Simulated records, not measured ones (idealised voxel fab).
The name of this process module is voxel double patterning.
Square cells of 5 nm make up the cross-section cut, whose width is 255 nm.
Cross-section, as written here: a square-cell grid given band by band from the top down, where a band holds one or more rows of cells. This entry defines a band. It first specifies the height of the band's top and the height of its bottom in nm, and then specifies the band's materials from left to right, stating each material with its width in nm. The word "edge to edge" identifies a single material that fills the band from edge to edge, while the word "empty" identifies empty space. Height 0 is the level under which the wafer as received is all one material. The lowest band goes on downwards, as in "0 down". A width such as "30->40" changes by the same amount from each row of cells to the next, from the band's top row to its bottom row. Step note "nothing altered" = no cross-section cell changed. "Closed void table" specifies each empty space that is not open to the top and that occupies no fewer than 8 cells, using the form width x height at distance, the distance measured from the left edge and all three quantities in nm. Heads up: the bit after the settings on a step's line is the simulator's remark on that step. overlay nm: mask offset rightward from planned place, masked step; negative means leftward offset.

[Steps planned for the process]
1. RECEIVE [material Si]
2. CONFORMAL_DEP [material SiO2] [thk nm 10]
3. DIRECTIONAL_DEP [material polySi] [thk nm 15]
4. DIRECTIONAL_DEP [material SiCN] [thk nm 5]
5. PATTERN [tone open] [mask id FIRST] [material resist] [width nm 15] [pitch nm 50] [thk nm 15] [overlay nm 0]
6. DIRECTIONAL_ETCH [etch materials SiCN] [depth nm 5]
7. STRIP [etch materials resist]
8. MASKED_ETCH [tone open] [mask id SECOND] [width nm 15] [etch materials SiCN] [depth nm 5] [overlay nm 0]
9. DIRECTIONAL_ETCH [etch materials polySi] [depth nm 15]
10. STRIP [etch materials SiCN]

[Cross-section of the incoming wafer, state after step 1]
> 0 down  Si edge to edge
> Closed void table: none

[Post-module cross-section: identical start and plan to those above, one misstep in execution]
> 25 to 0  SiO2 edge to edge
> 0 down  Si edge to edge
> Closed void table: none
Which mistake was made when the wafer was run? step 3 deviated from plan and actually ran as DIRECTIONAL_DEP [material SiO2] [thk nm 15]
